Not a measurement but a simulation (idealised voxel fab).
process module | voxel air gaps
cross-section cut | 275 nm wide | cells 5 nm
A cross-section is a grid of square cells, given in bands from the top down. A band is one or more rows of cells.
Each band's line starts with the height of the band's top and of its bottom, in nm. Then come its materials from left to right, each with its width in nm. One material with "throughout" fills the band from edge to edge. "air" is empty space.
Height 0 is the level under which the wafer as received is all one material. The lowest band goes on downwards, as in "0 down".
A width such as "30 to 40" changes by the same amount from each row of cells to the next, from the band's top row to its bottom row.
"no change" after a step means that no cell of the cross-section changed.
closed voids: empty space of 8 cells or more with no open way to the top, each as width x height at its distance from the left edge, in nm
after a step's settings: what the simulator itself notes on the step
overlay nm, on a step with a mask: how far to the right of its planned place the mask lay; to the left if negative
plan
1 op RECEIVE | material Si
2 op CONFORMAL_DEP | material SiO2 | thk nm 10
3 op CONFORMAL_DEP | material SiN | thk nm 5
4 op DIRECTIONAL_DEP | material SiO2 | thk nm 35
5 op MASKED_ETCH | tone open | mask id LINES | width nm 20 | pitch nm 50 | etch materials SiO2 | depth nm 35 | overlay nm 0
6 op CONFORMAL_DEP | material TiN | thk nm 5
7 op FILL_DEP | material W | thk nm 10
8 op CMP | height nm 50
9 op EPI | material Ru | thk nm 10
10 op SELECTIVE_ETCH | etch materials SiO2 | depth nm 45
11 op CONFORMAL_DEP | material SiN | thk nm 5
first wafer, as planned
as received, after step 1
  0 down: Si throughout
  closed voids: none
after step 2
  10 to 0: SiO2 throughout
  below 0: unchanged
after step 3
  15 to 10: SiN throughout
  below 10: unchanged
after step 4
  50 to 15: SiO2 throughout
  below 15: unchanged
after step 5
  50 to 15: SiO2 50 | air 20 | SiO2 30 | air 20 | SiO2 30 | air 20 | SiO2 30 | air 20 | SiO2 55
  below 15: unchanged
after step 6
  55 to 50: TiN 55 | air 10 | TiN 40 | air 10 | TiN 40 | air 10 | TiN 40 | air 10 | TiN 60
  50 to 20: SiO2 50 | TiN 5 | air 10 | TiN 5 | SiO2 30 | TiN 5 | air 10 | TiN 5 | SiO2 30 | TiN 5 | air 10 | TiN 5 | SiO2 30 | TiN 5 | air 10 | TiN 5 | SiO2 55
  20 to 15: SiO2 50 | TiN 20 | SiO2 30 | TiN 20 | SiO2 30 | TiN 20 | SiO2 30 | TiN 20 | SiO2 55
  below 15: unchanged
after step 7
  65 to 55: W throughout
  55 to 50: TiN 55 | W 10 | TiN 40 | W 10 | TiN 40 | W 10 | TiN 40 | W 10 | TiN 60
  50 to 20: SiO2 50 | TiN 5 | W 10 | TiN 5 | SiO2 30 | TiN 5 | W 10 | TiN 5 | SiO2 30 | TiN 5 | W 10 | TiN 5 | SiO2 30 | TiN 5 | W 10 | TiN 5 | SiO2 55
  below 20: unchanged
after step 8
  50 to 20: SiO2 50 | TiN 5 | W 10 | TiN 5 | SiO2 30 | TiN 5 | W 10 | TiN 5 | SiO2 30 | TiN 5 | W 10 | TiN 5 | SiO2 30 | TiN 5 | W 10 | TiN 5 | SiO2 55
  below 20: unchanged
after step 9
  60 to 50: air 40 | Ru 40 | air 10 | Ru 40 | air 10 | Ru 40 | air 10 | Ru 40 | air 45
  below 50: unchanged
after step 10
  60 to 50: air 40 | Ru 40 | air 10 | Ru 40 | air 10 | Ru 40 | air 10 | Ru 40 | air 45
  50 to 20: air 50 | TiN 5 | W 10 | TiN 5 | air 30 | TiN 5 | W 10 | TiN 5 | air 30 | TiN 5 | W 10 | TiN 5 | air 30 | TiN 5 | W 10 | TiN 5 | air 55
  20 to 15: air 50 | TiN 20 | air 30 | TiN 20 | air 30 | TiN 20 | air 30 | TiN 20 | air 55
  below 15: unchanged
after step 11
  65 to 60: air 35 | SiN 200 | air 40
  60 to 50: air 35 | SiN 5 | Ru 40 | SiN 10 | Ru 40 | SiN 10 | Ru 40 | SiN 10 | Ru 40 | SiN 5 | air 40
  50 to 45: air 35 | SiN 15 | TiN 5 | W 10 | TiN 5 | SiN 30 | TiN 5 | W 10 | TiN 5 | SiN 30 | TiN 5 | W 10 | TiN 5 | SiN 30 | TiN 5 | W 10 | TiN 5 | SiN 15 | air 40
  45 to 20: air 45 | SiN 5 | TiN 5 | W 10 | TiN 5 | SiN 5 | air 20 | SiN 5 | TiN 5 | W 10 | TiN 5 | SiN 5 | air 20 | SiN 5 | TiN 5 | W 10 | TiN 5 | SiN 5 | air 20 | SiN 5 | TiN 5 | W 10 | TiN 5 | SiN 5 | air 50
  20 to 15: SiN 50 | TiN 20 | SiN 30 | TiN 20 | SiN 30 | TiN 20 | SiN 30 | TiN 20 | SiN 55
  below 15: unchanged
  closed voids: 20 x 25 at 75; 20 x 25 at 125; 20 x 25 at 175
second wafer: like start, like plan, one mistake. Through step 7 it matches the first wafer
when step 8 should have ended
  40 to 20: SiO2 50 | TiN 5 | W 10 | TiN 5 | SiO2 30 | TiN 5 | W 10 | TiN 5 | SiO2 30 | TiN 5 | W 10 | TiN 5 | SiO2 30 | TiN 5 | W 10 | TiN 5 | SiO2 55
  below 20: unchanged
when step 9 should have ended
  50 to 40: air 40 | Ru 40 | air 10 | Ru 40 | air 10 | Ru 40 | air 10 | Ru 40 | air 45
  below 40: unchanged
when step 10 should have ended
  50 to 40: air 40 | Ru 40 | air 10 | Ru 40 | air 10 | Ru 40 | air 10 | Ru 40 | air 45
  40 to 20: air 50 | TiN 5 | W 10 | TiN 5 | air 30 | TiN 5 | W 10 | TiN 5 | air 30 | TiN 5 | W 10 | TiN 5 | air 30 | TiN 5 | W 10 | TiN 5 | air 55
  20 to 15: air 50 | TiN 20 | air 30 | TiN 20 | air 30 | TiN 20 | air 30 | TiN 20 | air 55
  below 15: unchanged
when step 11 should have ended
  55 to 50: air 35 | SiN 200 | air 40
  50 to 40: air 35 | SiN 5 | Ru 40 | SiN 10 | Ru 40 | SiN 10 | Ru 40 | SiN 10 | Ru 40 | SiN 5 | air 40
  40 to 35: air 35 | SiN 15 | TiN 5 | W 10 | TiN 5 | SiN 30 | TiN 5 | W 10 | TiN 5 | SiN 30 | TiN 5 | W 10 | TiN 5 | SiN 30 | TiN 5 | W 10 | TiN 5 | SiN 15 | air 40
  35 to 20: air 45 | SiN 5 | TiN 5 | W 10 | TiN 5 | SiN 5 | air 20 | SiN 5 | TiN 5 | W 10 | TiN 5 | SiN 5 | air 20 | SiN 5 | TiN 5 | W 10 | TiN 5 | SiN 5 | air 20 | SiN 5 | TiN 5 | W 10 | TiN 5 | SiN 5 | air 50
  20 to 15: SiN 50 | TiN 20 | SiN 30 | TiN 20 | SiN 30 | TiN 20 | SiN 30 | TiN 20 | SiN 55
  below 15: unchanged
  closed voids: 20 x 15 at 75; 20 x 15 at 125; 20 x 15 at 175
what went wrong: step 8 ran as: op CMP | height nm 40
at the end the second wafer has, in cells: 16 fewer of SiN | 16 fewer of TiN | 16 fewer of W
